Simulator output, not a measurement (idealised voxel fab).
The process module that follows is named voxel self aligned vias.
For reference, the cross-section in this document is cut, with width 265 nm and square cells of 5 nm.
Notation: cross-section as square-cell grid; stated in bands, top first, going down; one or more cell rows per band. Top height, bottom height, nm. Materials left to right, width each, nm. Single material + "all across" = fills band edge to edge. "empty" = empty. Heights are measured from 0, the level below which the as-received wafer is all one material; the lowest band has no bottom and continues downward, written as in "0 down". Graded width ("30->40"): value in top row of band = first number; value in bottom row = second number; row-to-row change constant. Where the words "remained the same" appear for a step, the cross-section shows no cell changed by that step; every cell remained as before. Any empty space of 8 cells or more lacking an open way to the top shows up in "Closed voids list" as width x height at distance, distance from the left edge, in nm. On a step's line, text after the settings is the simulator commenting on that step. overlay nm: step with mask; distance mask lay right of planned place; negative value = left of planned place.
-- Planned step list for the process
1: RECEIVE with material Si
2: CONFORMAL_DEP with material SiO2, thk nm 10
3: CONFORMAL_DEP with material SiCN, thk nm 5
4: DIRECTIONAL_DEP with material SiO2, thk nm 20
5: MASKED_ETCH with tone open, mask id LINES, width nm 20, pitch nm 60, etch materials SiO2, depth nm 20, overlay nm 0
6: CONFORMAL_DEP with material TiN, thk nm 5
7: FILL_DEP with material Ru, thk nm 10
8: CMP with height nm 35
9: SELECTIVE_ETCH with etch materials W Ru TiN, depth nm 10
10: FILL_DEP with material SiN, thk nm 5
11: CMP with height nm 35
12: DIRECTIONAL_DEP with material SiO2, thk nm 20
13: PATTERN with tone open, mask id VIAS, material resist, width nm 30, pitch nm 60, thk nm 20, overlay nm 0
14: DIRECTIONAL_ETCH with etch materials SiO2, depth nm 20
15: DIRECTIONAL_ETCH with etch materials SiN, depth nm 10
16: STRIP with etch materials resist
17: CONFORMAL_DEP with material TiN, thk nm 5
18: FILL_DEP with material Ru, thk nm 10
19: CMP with height nm 55
20: CONFORMAL_DEP with material SiCN, thk nm 5
-- As-received state of the wafer in cross-section, equivalent to post-step 1
  0 down = Si all across
  Closed voids list: none
-- Run as planned - first of the two wafers cross-sectioned at the end of the module
  60 to 55 = SiCN all across
  55 to 40 = SiO2 85 nm  TiN 5 nm  Ru 20 nm  TiN 5 nm  SiO2 30 nm  TiN 5 nm  Ru 20 nm  TiN 5 nm  SiO2 90 nm
  40 to 30 = SiO2 85->90 nm  TiN 10->5 nm  Ru 10 nm  TiN 10->5 nm  SiO2 30->40 nm  TiN 10->5 nm  Ru 10 nm  TiN 10->5 nm  SiO2 90->95 nm
  30 to 25 = SiO2 90 nm  TiN 20 nm  SiO2 40 nm  TiN 20 nm  SiO2 95 nm
  25 to 20 = SiO2 90 nm  TiN 5 nm  Ru 10 nm  TiN 5 nm  SiO2 40 nm  TiN 5 nm  Ru 10 nm  TiN 5 nm  SiO2 95 nm
  20 to 15 = SiO2 90 nm  TiN 20 nm  SiO2 40 nm  TiN 20 nm  SiO2 95 nm
  15 to 10 = SiCN all across
  10 to 0 = SiO2 all across
  0 down = Si all across
  Closed voids list: none
-- Second of two wafers, module complete, sectioned: it shares the first wafer's start and plan but was run with one mistake
  60 to 55 = SiCN all across
  55 to 40 = SiO2 85 nm  TiN 5 nm  Ru 20 nm  TiN 5 nm  SiO2 30 nm  TiN 5 nm  Ru 20 nm  TiN 5 nm  SiO2 90 nm
  40 to 30 = SiO2 85->90 nm  TiN 10->5 nm  Ru 10 nm  TiN 10->5 nm  SiO2 30->40 nm  TiN 10->5 nm  Ru 10 nm  TiN 10->5 nm  SiO2 90->95 nm
  30 to 25 = SiO2 90 nm  TiN 20 nm  SiO2 40 nm  TiN 20 nm  SiO2 95 nm
  25 to 20 = SiO2 90 nm  SiN 20 nm  SiO2 40 nm  SiN 20 nm  SiO2 95 nm
  20 to 15 = SiO2 90 nm  TiN 20 nm  SiO2 40 nm  TiN 20 nm  SiO2 95 nm
  15 to 10 = SiCN all across
  10 to 0 = SiO2 all across
  0 down = Si all across
  Closed voids list: none
Deviation from plan: step 9 did not happen as planned, as run it was SELECTIVE_ETCH with etch materials W Ru TiN, depth nm 15
The final cell counts differ between the wafers, with the second having more or fewer of some materials than the first: Ru: 4 fewer; SiN: 8 more; TiN: 4 fewer
